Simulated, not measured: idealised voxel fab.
process module | voxel released beams
cross-section cut | 185 nm wide | cells 5 nm
A cross-section is a grid of square cells, given in bands from the top down. A band is one or more rows of cells.
Each band's line starts with the height of the band's top and of its bottom, in nm. Then come its materials from left to right, each with its width in nm. One material with "throughout" fills the band from edge to edge. "air" is empty space.
Height 0 is the level under which the wafer as received is all one material. The lowest band goes on downwards, as in "0 down".
A width such as "30 to 40" changes by the same amount from each row of cells to the next, from the band's top row to its bottom row.
"no change" after a step means that no cell of the cross-section changed.
closed voids: empty space of 8 cells or more with no open way to the top, each as width x height at its distance from the left edge, in nm
after a step's settings: what the simulator itself notes on the step
overlay nm, on a step with a mask: how far to the right of its planned place the mask lay; to the left if negative
plan
1 op RECEIVE | material Si
2 op CONFORMAL_DEP | material SiN | thk nm 5
3 op DIRECTIONAL_DEP | material SiO2 | thk nm 20
4 op MASKED_ETCH | tone open | mask id ANCHOR | width nm 35 | etch materials SiO2 | depth nm 20 | overlay nm 0
5 op CONFORMAL_DEP | material W | thk nm 10
6 op PATTERN | tone cover | mask id BEAM | material resist | width nm 105 | thk nm 20 | overlay nm 0
7 op DIRECTIONAL_ETCH | etch materials W | depth nm 10
8 op STRIP | etch materials resist
9 op STRIP | etch materials SiO2
as received, after step 1
  0 down: Si throughout
  closed voids: none
first wafer at the end, as planned
  35 to 25: air 35 | W 15 | air 15 | W 75 | air 45
  25 to 15: air 40 | W 10 | air 15 | W 10 | air 110
  15 to 5: air 40 | W 35 | air 110
  5 to 0: SiN throughout
  0 down: Si throughout
  closed voids: none
second wafer at the end: like start, like plan, one mistake
  40 to 30: air 35 | W 20 | air 5 | W 80 | air 45
  30 to 25: W 55 | air 5 | W 125
  25 to 20: SiO2 40 | W 15 | air 5 | W 15 | SiO2 110
  20 to 5: SiO2 40 | W 35 | SiO2 110
  5 to 0: SiN throughout
  0 down: Si throughout
  closed voids: none
what went wrong: step 5 ran as: op CONFORMAL_DEP | material W | thk nm 15
at the end the second wafer has, in cells: 120 more of SiO2 | 45 more of W
